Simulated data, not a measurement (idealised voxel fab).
This is a process module. Its name is voxel spacer lines.
For reference, the cross-section in this document is cut, with width 300 nm and square cells of 5 nm.
In this document a cross-section is written as a grid of square cells. It is given as a series of bands, listed from the top down, and a band is one or more rows of cells. It is stipulated that each band's entry specify, in nanometres, the height of the top of the band and then that of its bottom, followed by the materials of the band in left-to-right sequence, each together with its width in nanometres. A single material marked by the word "all across" is understood to fill the band from edge to edge; the word "empty" is understood to denote empty space. The level at which height equals 0 is the one under which the wafer, as it arrives, is entirely one material. No lower edge exists for the bottom band, which continues downward and is notated as in "0 -> down". Think of "30->40" as a width that walks from the first number to the second as you go down the band, top row to bottom row, taking equal-sized steps from row to row. "left unchanged", as given for a step, is the statement that not any cell of the cross-section underwent a change during that step. Closed-off voids of 8+ cells (no open route to the top) go in "Closed internal cavities", written width x height at distance from the left edge, in nm. That trailing text on a step's line, after the settings, is the simulator's own remark on the step. Each step line may optionally specify "overlay nm", which for a step with a mask gives the rightward distance between the mask's planned place and where it lay, a negative value indicating the leftward direction.

[Process steps (planned)]
1) op RECEIVE | material Si
2) op CONFORMAL_DEP | material SiO2 | thk nm 10
3) op DIRECTIONAL_DEP | material polySi | thk nm 15
4) op DIRECTIONAL_DEP | material aC | thk nm 25
5) op PATTERN | tone cover | mask id MANDREL | material resist | width nm 15 | pitch nm 50 | thk nm 30 | overlay nm 0
6) op DIRECTIONAL_ETCH | etch materials aC | depth nm 25
7) op STRIP | etch materials resist
8) op CONFORMAL_DEP | material SiN | thk nm 10
9) op DIRECTIONAL_ETCH | etch materials SiN | depth nm 10
10) op STRIP | etch materials aC
11) op DIRECTIONAL_ETCH | etch materials polySi | depth nm 15
12) op STRIP | etch materials SiN
13) op FILL_DEP | material lowk | thk nm 5
14) op CMP | height nm 15
The wafers in this document start out alike and differ in the height nm applied at step 14; the plan shows the value used for the first wafer.

[The first of several wafers, as received after step 1, seen in section]
    0 -> down  Si all across
    Closed internal cavities: none

[Below is a per-wafer table. In it, each row describes the wafer at the end of the module by giving, for each material, the number of cells gained (+) or lost (-) since the wafer was received, and after that the closed voids of the wafer]
height nm 15 | +120 SiO2 | +52 lowk | +8 polySi | Closed internal cavities: none
height nm 20 | +120 SiO2 | +104 lowk | +16 polySi | Closed internal cavities: none
height nm 25 | +120 SiO2 | +156 lowk | +24 polySi | Closed internal cavities: none
height nm 30 | +120 SiO2 | +216 lowk | +24 polySi | Closed internal cavities: none
